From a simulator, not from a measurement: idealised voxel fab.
The name of this process module is voxel self aligned vias.
Xsec cut, 280 nm wide, square cell size 5 nm.
Reading order for cross-sections: top band down to bottom band. Underlying form: a grid of square cells. Band size: one or more rows of cells. For a band, the entry starts with two heights in nm, that of the top and then that of the bottom, and carries on with the band's materials in order from left to right, each alongside its width in nm; the word "full width" beside a single material means it fills the band edge to edge, and "blank" means empty space. The reference from which all heights are counted is 0, the level beneath which the as-received wafer is entirely one material; the lowest band, having no lower bound, proceeds downward and is written after the example "z 0 and below". When a width is written as two numbers, as in "30->40", the first number is the width in the top row of cells of the band and the second is the width in its bottom row, and the width changes by the same amount from each row to the next. Take "nothing altered" at face value: in the step it is given for, the cross-section changed in none of its cells. Closed void inventory: empty space of 8 cells or more with no open way to the top, each as width x height at its distance from the left edge, in nm. On a step's line, text after the settings is the simulator commenting on that step. "overlay nm" answers the question of how far to the right of plan the mask lay on a step that has a mask, and when it is negative the answer is to the left.
### Here's what the planned process steps look like
1,RECEIVE, material Si
2,CONFORMAL_DEP, material SiO2, thk nm 15
3,CONFORMAL_DEP, material SiCN, thk nm 5
4,DIRECTIONAL_DEP, material SiO2, thk nm 30
5,MASKED_ETCH, tone open, mask id LINES, width nm 30, pitch nm 65, etch materials SiO2, depth nm 30, overlay nm 0
6,CONFORMAL_DEP, material TiN, thk nm 5
7,FILL_DEP, material Ru, thk nm 5
8,CMP, height nm 50
9,SELECTIVE_ETCH, etch materials W Ru TiN, depth nm 5
10,FILL_DEP, material SiN, thk nm 5
11,CMP, height nm 50
12,DIRECTIONAL_DEP, material SiO2, thk nm 15
13,MASKED_ETCH, tone open, mask id VIAS, width nm 40, pitch nm 130, etch materials SiO2, depth nm 15, overlay nm 0
14,MASKED_ETCH, tone open, mask id VIAS, width nm 40, pitch nm 130, etch materials SiN, depth nm 5, overlay nm 0
15,CONFORMAL_DEP, material TiN, thk nm 5
16,FILL_DEP, material Ru, thk nm 5
17,CMP, height nm 65
18,CONFORMAL_DEP, material SiN, thk nm 5
### Wafer at receipt (post step 1), cross-section
* z 0 and below = Si full width
* Closed void inventory: none
### Wafer cross-section at end of module: start and plan as shown above, one execution error
* z 70 to 65 = SiN full width
* z 65 to 55 = 55 of SiO2 / 5 of TiN / 30 of Ru / 5 of TiN / 90 of SiO2 / 5 of TiN / 30 of Ru / 5 of TiN / 55 of SiO2
* z 55 to 50 = 55 of SiO2 / 10 of TiN / 20 of Ru / 10 of TiN / 90 of SiO2 / 10 of TiN / 20 of Ru / 10 of TiN / 55 of SiO2
* z 50 to 45 = 60 of SiO2 / 30 of TiN / 35 of SiO2 / 30 of SiN / 35 of SiO2 / 30 of TiN / 60 of SiO2
* z 45 to 40 = 60 of SiO2 / 5 of TiN / 20 of Ru / 5 of TiN / 35 of SiO2 / 5 of TiN / 20 of Ru / 5 of TiN / 35 of SiO2 / 5 of TiN / 20 of Ru / 5 of TiN / 60 of SiO2
* z 40 to 35 = 60 of SiO2 / 30 of TiN / 35 of SiO2 / 30 of TiN / 35 of SiO2 / 30 of TiN / 60 of SiO2
* z 35 to 30 = SiCN full width
* z 30 to 0 = SiO2 full width
* z 0 and below = Si full width
* Closed void inventory: none
So what did we get wrong on this run? heads up, step 2 of the plan got done twice
